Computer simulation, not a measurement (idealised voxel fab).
Herein follows the process module entitled voxel double patterning.
Pictured: cross-section cut, 170 nm wide, on a grid of 5 nm square cells.
Each cross-section below is a grid of square cells, stated as bands in top-down order, with one or more rows of cells making up each band.
What a band's entry tells you: where the top is and where the bottom is, as heights in nm, and after that what lies inside, material by material from left to right, each with its width in nm. Empty space is written as the word "air", and a single material marked with the word "edge to edge" occupies the band from edge to edge.
Basically, 0 is our baseline, since under it the wafer straight out of the box is all one material. The bottom band has no lower end and keeps on going down, so it looks like "z 0 and below".
A width such as "30->40" changes by the same amount from each row of cells to the next, from the band's top row to its bottom row.
Take "remains unaltered" at face value: in the step it is given for, the cross-section changed in none of its cells.
"Internal closed voids" enumerates empty spaces isolated from the top, with no open way to it, that contain at least 8 cells, giving each as width x height at distance from the left edge, all three in nm.
Post-settings text on a step line: simulator's own remark regarding the step.
Regarding "overlay nm": on a step with a mask, it is the distance the mask lay to the right of its planned place; a negative value places it to the left.
# This section lists the process steps that were planned
1 RECEIVE, material Si
2 CONFORMAL_DEP, material SiN, thk nm 10
3 DIRECTIONAL_DEP, material SiO2, thk nm 10
4 DIRECTIONAL_DEP, material SiCN, thk nm 5
5 DIRECTIONAL_DEP, material aC, thk nm 15
6 PATTERN, tone open, mask id FIRST, material resist, width nm 15, pitch nm 50, thk nm 30, overlay nm 0
7 DIRECTIONAL_ETCH, etch materials aC, depth nm 15
8 STRIP, etch materials resist
9 DIRECTIONAL_ETCH, etch materials SiCN, depth nm 5
10 STRIP, etch materials aC
11 DIRECTIONAL_DEP, material aC, thk nm 15
12 PATTERN, tone open, mask id SECOND, material resist, width nm 15, pitch nm 50, thk nm 30, overlay nm 0
13 DIRECTIONAL_ETCH, etch materials aC, depth nm 15
14 STRIP, etch materials resist
15 DIRECTIONAL_ETCH, etch materials SiCN, depth nm 5
16 STRIP, etch materials aC
17 DIRECTIONAL_ETCH, etch materials SiO2, depth nm 10
18 STRIP, etch materials SiCN
# Here's what the wafer looked like in cross-section when it arrived - that's after step 1
- z 0 and below | Si edge to edge
- Internal closed voids: none
# Figure: cross-sectional view of the wafer upon completion of the module, processed from the initial state and according to the plan depicted above, with one error introduced during execution
- z 20 to 10 | 25 nm SiO2, 30 nm air, 20 nm SiO2, 30 nm air, 20 nm SiO2, 15 nm air, 30 nm SiO2
- z 10 to 0 | SiN edge to edge
- z 0 and below | Si edge to edge
- Internal closed voids: none
In executing the process, a mistake was made relative to the plan: step 12 changed vs plan, executed as PATTERN, tone open, mask id SECOND, material resist, width nm 15, pitch nm 50, thk nm 30, overlay nm -10
